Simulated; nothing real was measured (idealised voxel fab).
The name of this process module is voxel gate over fins.
This is section cut - it's 270 nm across, gridded in 5 nm square cells.
Cross-section layout: square cells on a grid; listed as bands, top to bottom; a band spans one or more cell rows. First you get the band's top height and its bottom height, in nm, and then the materials it's made of, left to right, with each width in nm. If you see a single material with "edge to edge", that one covers the band edge to edge. "air" is empty space. Height datum 0, below which the as-received substrate wafer is one material. Lowest band open at the bottom, running downward: "0 -> down". A two-number width, for instance "30 to 40", indicates that the width is equal to the first number in the top row of the band and to the second number in the bottom row, and that it changes by a constant amount per row of cells. Basically "no modification" means that step didn't change any cell in the cross-section. The entry "Enclosed void listing" lists the empty spaces that cover at least 8 cells and have no open path to the top. Each is written as width x height at distance, where the distance is measured from the left edge and all three values are in nm. after a step's settings: what the simulator itself notes on the step. overlay nm: where the mask lay relative to plan, measured to the right, on steps with a mask; negatives go left.

List of planned process steps
1,RECEIVE (material Si)
2,CONFORMAL_DEP (material SiN; thk nm 5)
3,MASKED_ETCH (tone cover; mask id FINS; width nm 15; pitch nm 55; etch materials SiN; depth nm 5; overlay nm 0)
4,MASKED_ETCH (tone cover; mask id FINS; width nm 15; pitch nm 55; etch materials Si; depth nm 30; overlay nm 0)
5,FILL_DEP (material SiO2; thk nm 15)
6,CMP (height nm 5)
7,DIRECTIONAL_DEP (material aC; thk nm 15)
8,PATTERN (tone open; mask id RAIL; material resist; width nm 15; thk nm 35; overlay nm -15)
9,DIRECTIONAL_ETCH (etch materials aC; depth nm 15)
10,STRIP (etch materials resist)
11,DIRECTIONAL_ETCH (etch materials SiO2; depth nm 30)
12,STRIP (etch materials aC)
13,CONFORMAL_DEP (material TiN; thk nm 5)
14,FILL_DEP (material Ru; thk nm 5)
15,CMP (height nm 5)
16,SELECTIVE_ETCH (etch materials W Ru TiN; depth nm 25)
17,FILL_DEP (material SiO2; thk nm 5)
18,CMP (height nm 5)
19,SELECTIVE_ETCH (etch materials SiO2; depth nm 20)
20,STRIP (etch materials SiN)
21,CONFORMAL_DEP (material HfO2; thk nm 5)
22,CONFORMAL_DEP (material TiN; thk nm 5)
23,FILL_DEP (material W; thk nm 10)
24,CMP (height nm 15)
25,CONFORMAL_DEP (material SiN; thk nm 10)
Quick note for whoever runs this: the wafers start identical, but the overlay nm at step 8 isn't the same across them. The plan just shows what the first wafer had.

Cross-section of the first of several wafers as received (after step 1)
* 0 -> down | Si edge to edge
* Enclosed void listing: none

What follows is a table in which each wafer occupies a row; for the wafer as it stands at the close of the module, the row states, material by material, how many cells have been gained (+) or lost (-) since receipt, and then gives its closed voids
overlay nm -15, +66 HfO2, -288 Si, +108 SiN, +142 SiO2, +68 TiN, +174 W, Enclosed void listing: none
overlay nm -10, +66 HfO2, -288 Si, +108 SiN, +141 SiO2, +69 TiN, +174 W, Enclosed void listing: none
overlay nm -5, +66 HfO2, -288 Si, +108 SiN, +141 SiO2, +69 TiN, +174 W, Enclosed void listing: none
overlay nm 0, +66 HfO2, -288 Si, +108 SiN, +141 SiO2, +69 TiN, +174 W, Enclosed void listing: none
overlay nm 5, +66 HfO2, -288 Si, +108 SiN, +141 SiO2, +69 TiN, +174 W, Enclosed void listing: none
overlay nm 10, +66 HfO2, -288 Si, +108 SiN, +141 SiO2, +69 TiN, +174 W, Enclosed void listing: none
overlay nm 15, +66 HfO2, -288 Si, +108 SiN, +141 SiO2, +69 TiN, +174 W, Enclosed void listing: none
